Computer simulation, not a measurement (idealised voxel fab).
process module | voxel air gaps
cross-section cut | 245 nm wide | cells 5 nm
A cross-section is a grid of square cells, given in bands from the top down. A band is one or more rows of cells.
Each band's line starts with the height of the band's top and of its bottom, in nm. Then come its materials from left to right, each with its width in nm. One material with "throughout" fills the band from edge to edge. "air" is empty space.
Height 0 is the level under which the wafer as received is all one material. The lowest band goes on downwards, as in "0 down".
A width such as "30 to 40" changes by the same amount from each row of cells to the next, from the band's top row to its bottom row.
"no change" after a step means that no cell of the cross-section changed.
closed voids: empty space of 8 cells or more with no open way to the top, each as width x height at its distance from the left edge, in nm
after a step's settings: what the simulator itself notes on the step
overlay nm, on a step with a mask: how far to the right of its planned place the mask lay; to the left if negative
plan
1 op RECEIVE | material Si
2 op CONFORMAL_DEP | material SiO2 | thk nm 10
3 op CONFORMAL_DEP | material SiN | thk nm 5
4 op DIRECTIONAL_DEP | material lowk | thk nm 40
5 op DIRECTIONAL_DEP | material aC | thk nm 10
6 op PATTERN | tone open | mask id LINES | material resist | width nm 25 | pitch nm 50 | thk nm 30 | overlay nm 0
7 op DIRECTIONAL_ETCH | etch materials aC | depth nm 10
8 op STRIP | etch materials resist
9 op DIRECTIONAL_ETCH | etch materials lowk | depth nm 40
10 op STRIP | etch materials aC
11 op CONFORMAL_DEP | material TiN | thk nm 5
12 op FILL_DEP | material Ru | thk nm 5
13 op CMP | height nm 55
14 op EPI | material Ru | thk nm 10
15 op SELECTIVE_ETCH | etch materials lowk | depth nm 50
16 op CONFORMAL_DEP | material SiN | thk nm 5
first wafer, as planned
as received, after step 1
  0 down: Si throughout
  closed voids: none
after step 2
  10 to 0: SiO2 throughout
  below 0: unchanged
after step 3
  15 to 10: SiN throughout
  below 10: unchanged
after step 4
  55 to 15: lowk throughout
  below 15: unchanged
after step 5
  65 to 55: aC throughout
  below 55: unchanged
after step 6
  95 to 65: resist 60 | air 25 | resist 25 | air 25 | resist 25 | air 25 | resist 60
  below 65: unchanged
after step 7
  85 to 65: resist 60 | air 25 | resist 25 | air 25 | resist 25 | air 25 | resist 60
  65 to 55: aC 60 | air 25 | aC 25 | air 25 | aC 25 | air 25 | aC 60
  below 55: unchanged
after step 8
  65 to 55: aC 60 | air 25 | aC 25 | air 25 | aC 25 | air 25 | aC 60
  below 55: unchanged
after step 9
  65 to 55: aC 60 | air 25 | aC 25 | air 25 | aC 25 | air 25 | aC 60
  55 to 15: lowk 60 | air 25 | lowk 25 | air 25 | lowk 25 | air 25 | lowk 60
  below 15: unchanged
after step 10
  55 to 15: lowk 60 | air 25 | lowk 25 | air 25 | lowk 25 | air 25 | lowk 60
  below 15: unchanged
after step 11
  60 to 55: TiN 65 | air 15 | TiN 35 | air 15 | TiN 35 | air 15 | TiN 65
  55 to 20: lowk 60 | TiN 5 | air 15 | TiN 5 | lowk 25 | TiN 5 | air 15 | TiN 5 | lowk 25 | TiN 5 | air 15 | TiN 5 | lowk 60
  20 to 15: lowk 60 | TiN 25 | lowk 25 | TiN 25 | lowk 25 | TiN 25 | lowk 60
  below 15: unchanged
after step 12
  65 to 60: Ru throughout
  60 to 55: TiN 65 | Ru 15 | TiN 35 | Ru 15 | TiN 35 | Ru 15 | TiN 65
  55 to 20: lowk 60 | TiN 5 | Ru 15 | TiN 5 | lowk 25 | TiN 5 | Ru 15 | TiN 5 | lowk 25 | TiN 5 | Ru 15 | TiN 5 | lowk 60
  below 20: unchanged
after step 13
  55 to 20: lowk 60 | TiN 5 | Ru 15 | TiN 5 | lowk 25 | TiN 5 | Ru 15 | TiN 5 | lowk 25 | TiN 5 | Ru 15 | TiN 5 | lowk 60
  below 20: unchanged
after step 14
  65 to 55: air 50 | Ru 45 | air 5 | Ru 45 | air 5 | Ru 45 | air 50
  below 55: unchanged
after step 15
  65 to 55: air 50 | Ru 45 | air 5 | Ru 45 | air 5 | Ru 45 | air 50
  55 to 20: air 60 | TiN 5 | Ru 15 | TiN 5 | air 25 | TiN 5 | Ru 15 | TiN 5 | air 25 | TiN 5 | Ru 15 | TiN 5 | air 60
  20 to 15: air 60 | TiN 25 | air 25 | TiN 25 | air 25 | TiN 25 | air 60
  below 15: unchanged
after step 16
  70 to 65: air 45 | SiN 155 | air 45
  65 to 55: air 45 | SiN 5 | Ru 45 | SiN 5 | Ru 45 | SiN 5 | Ru 45 | SiN 5 | air 45
  55 to 50: air 45 | SiN 15 | TiN 5 | Ru 15 | TiN 5 | SiN 25 | TiN 5 | Ru 15 | TiN 5 | SiN 25 | TiN 5 | Ru 15 | TiN 5 | SiN 15 | air 45
  50 to 20: air 55 | SiN 5 | TiN 5 | Ru 15 | TiN 5 | SiN 5 | air 15 | SiN 5 | TiN 5 | Ru 15 | TiN 5 | SiN 5 | air 15 | SiN 5 | TiN 5 | Ru 15 | TiN 5 | SiN 5 | air 55
  20 to 15: SiN 60 | TiN 25 | SiN 25 | TiN 25 | SiN 25 | TiN 25 | SiN 60
  below 15: unchanged
  closed voids: 15 x 30 at 90; 15 x 30 at 140
second wafer: like start, like plan, one mistake. Through step 11 it matches the first wafer
when step 12 should have ended
  65 to 60: aC throughout
  60 to 55: TiN 65 | aC 15 | TiN 35 | aC 15 | TiN 35 | aC 15 | TiN 65
  55 to 20: lowk 60 | TiN 5 | aC 15 | TiN 5 | lowk 25 | TiN 5 | aC 15 | TiN 5 | lowk 25 | TiN 5 | aC 15 | TiN 5 | lowk 60
  below 20: unchanged
when step 13 should have ended
  55 to 20: lowk 60 | TiN 5 | aC 15 | TiN 5 | lowk 25 | TiN 5 | aC 15 | TiN 5 | lowk 25 | TiN 5 | aC 15 | TiN 5 | lowk 60
  below 20: unchanged
when step 14 should have ended
  65 to 55: air 50 | Ru 45 | air 5 | Ru 45 | air 5 | Ru 45 | air 50
  below 55: unchanged
when step 15 should have ended
  65 to 55: air 50 | Ru 45 | air 5 | Ru 45 | air 5 | Ru 45 | air 50
  55 to 20: air 60 | TiN 5 | aC 15 | TiN 5 | air 25 | TiN 5 | aC 15 | TiN 5 | air 25 | TiN 5 | aC 15 | TiN 5 | air 60
  20 to 15: air 60 | TiN 25 | air 25 | TiN 25 | air 25 | TiN 25 | air 60
  below 15: unchanged
when step 16 should have ended
  70 to 65: air 45 | SiN 155 | air 45
  65 to 55: air 45 | SiN 5 | Ru 45 | SiN 5 | Ru 45 | SiN 5 | Ru 45 | SiN 5 | air 45
  55 to 50: air 45 | SiN 15 | TiN 5 | aC 15 | TiN 5 | SiN 25 | TiN 5 | aC 15 | TiN 5 | SiN 25 | TiN 5 | aC 15 | TiN 5 | SiN 15 | air 45
  50 to 20: air 55 | SiN 5 | TiN 5 | aC 15 | TiN 5 | SiN 5 | air 15 | SiN 5 | TiN 5 | aC 15 | TiN 5 | SiN 5 | air 15 | SiN 5 | TiN 5 | aC 15 | TiN 5 | SiN 5 | air 55
  20 to 15: SiN 60 | TiN 25 | SiN 25 | TiN 25 | SiN 25 | TiN 25 | SiN 60
  below 15: unchanged
  closed voids: 15 x 30 at 90; 15 x 30 at 140
what went wrong: step 12 ran as: op FILL_DEP | material aC | thk nm 5
at the end the second wafer has, in cells: 63 fewer of Ru | 63 more of aC
